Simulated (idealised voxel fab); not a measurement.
The process module that follows is named voxel wiring stack.
Cross-section cut: width 205 nm, square cells of 5 nm.
Cross-section format: a grid of square cells, given as bands from top to bottom; each band is one or more rows of cells.
In this notation a band is specified by the heights of its top and bottom, in that order and in nm, after which its materials appear from left to right, each paired with its width in nm. The word "full width" attached to a single material means that material fills the band from edge to edge; the word "empty" stands for empty space.
Heights are expressed relative to 0, this being the level below which the as-received wafer comprises one material exclusively. The lowest band is unbounded in the downward direction and is denoted as in "0 -> down".
Quick explanation for "30->40": the width changes in equal steps down the rows of cells, from the first number in the band's top row to the second number in its bottom row.
"changes: none" means the step left every cell of the cross-section as it was.
In the "Sealed internal cavities" entry, you get each enclosed empty space of 8 cells or more, one with no open way to the top, written width x height at distance, distance from the left edge, in nm.
Anything after a step's settings on that line? It's the simulator's own note about the step.
Regarding "overlay nm": on a step with a mask, it is the distance the mask lay to the right of its planned place; a negative value places it to the left.

Planned step list for the process
- 1: RECEIVE,material Si
- 2: CONFORMAL_DEP,material SiO2,thk nm 10
- 3: DIRECTIONAL_DEP,material TiN,thk nm 5
- 4: DIRECTIONAL_DEP,material W,thk nm 25
- 5: DIRECTIONAL_DEP,material aC,thk nm 15
- 6: PATTERN,tone cover,mask id METAL_1,material resist,width nm 20,pitch nm 40,thk nm 35,overlay nm 0
- 7: DIRECTIONAL_ETCH,etch materials aC,depth nm 15
- 8: STRIP,etch materials resist
- 9: DIRECTIONAL_ETCH,etch materials W,depth nm 25
- 10: DIRECTIONAL_ETCH,etch materials TiN,depth nm 5
- 11: STRIP,etch materials aC
- 12: FILL_DEP,material SiO2,thk nm 5
- 13: CMP,height nm 40
- 14: CONFORMAL_DEP,material SiCN,thk nm 5
- 15: DIRECTIONAL_DEP,material SiO2,thk nm 30
- 16: MASKED_ETCH,tone open,mask id METAL_2_HOLES,width nm 15,pitch nm 40,etch materials SiO2,depth nm 30,overlay nm 0
- 17: MASKED_ETCH,tone open,mask id METAL_2,width nm 20,pitch nm 40,etch materials SiO2,depth nm 20,overlay nm 0
- 18: MASKED_ETCH,tone open,mask id METAL_2,width nm 20,pitch nm 40,etch materials SiCN,depth nm 5,overlay nm 0
- 19: CONFORMAL_DEP,material TiN,thk nm 5
- 20: FILL_DEP,material Ru,thk nm 5
- 21: CMP,height nm 75
- 22: CONFORMAL_DEP,material SiCN,thk nm 5
- 23: DIRECTIONAL_DEP,material SiO2,thk nm 20
- 24: MASKED_ETCH,tone open,mask id PLUG_2,width nm 15,pitch nm 80,etch materials SiO2,depth nm 20,overlay nm 0
- 25: MASKED_ETCH,tone open,mask id PLUG_2,width nm 15,pitch nm 80,etch materials SiCN,depth nm 5,overlay nm 0
- 26: CONFORMAL_DEP,material TiN,thk nm 5
- 27: FILL_DEP,material W,thk nm 10
- 28: CMP,height nm 100
- 29: CONFORMAL_DEP,material SiN,thk nm 5
- 30: DIRECTIONAL_DEP,material lowk,thk nm 20
- 31: MASKED_ETCH,tone open,mask id METAL_3,width nm 20,pitch nm 40,etch materials lowk,depth nm 20,overlay nm 0
- 32: MASKED_ETCH,tone open,mask id METAL_3,width nm 20,pitch nm 40,etch materials SiN,depth nm 5,overlay nm 0
- 33: CONFORMAL_DEP,material TiN,thk nm 5
- 34: FILL_DEP,material Cu,thk nm 5
- 35: CMP,height nm 125
- 36: CONFORMAL_DEP,material SiCN,thk nm 5

Cross-section, incoming material, after step 1
    0 -> down: Si full width
    Sealed internal cavities: none

a wafer at the end: this start, this plan, one mistake
    130 -> 125: SiCN full width
    125 -> 105: lowk=30, then TiN=5, then Cu=10, then TiN=5, then lowk=20, then TiN=5, then Cu=10, then TiN=5, then lowk=20, then TiN=5, then Cu=10, then TiN=5, then lowk=20, then TiN=5, then Cu=10, then TiN=5, then lowk=35
    105 -> 100: SiN=30, then TiN=20, then SiN=20, then TiN=20, then SiN=20, then TiN=20, then SiN=20, then TiN=20, then SiN=35
    100 -> 80: SiO2=30, then TiN=5, then W=5, then TiN=5, then SiO2=65, then TiN=5, then W=5, then TiN=5, then SiO2=80
    80 -> 75: SiCN=30, then TiN=15, then SiCN=65, then TiN=15, then SiCN=80
    75 -> 60: SiO2=30, then TiN=5, then Ru=10, then TiN=5, then SiO2=20, then TiN=5, then Ru=10, then TiN=5, then SiO2=20, then TiN=5, then Ru=10, then TiN=5, then SiO2=20, then TiN=5, then Ru=10, then TiN=5, then SiO2=35
    60 -> 55: SiO2=30, then TiN=5, then Ru=5, then TiN=10, then SiO2=20, then TiN=5, then Ru=5, then TiN=10, then SiO2=20, then TiN=5, then Ru=5, then TiN=10, then SiO2=20, then TiN=5, then Ru=5, then TiN=10, then SiO2=35
    55 -> 45: SiO2=30, then TiN=5, then Ru=5, then TiN=5, then SiO2=25, then TiN=5, then Ru=5, then TiN=5, then SiO2=25, then TiN=5, then Ru=5, then TiN=5, then SiO2=25, then TiN=5, then Ru=5, then TiN=5, then SiO2=40
    45 -> 40: SiCN=30, then TiN=15, then SiCN=25, then TiN=15, then SiCN=25, then TiN=15, then SiCN=25, then TiN=15, then SiCN=40
    40 -> 15: SiO2=30, then W=20, then SiO2=20, then W=20, then SiO2=20, then W=20, then SiO2=20, then W=20, then SiO2=35
    15 -> 5: SiO2 full width
    5 -> 0: TiN full width
    0 -> down: Si full width
    Sealed internal cavities: none
The mistake made against the process plan was this: steps 2 and 3 of the plan were run in the wrong order, each in the other's place
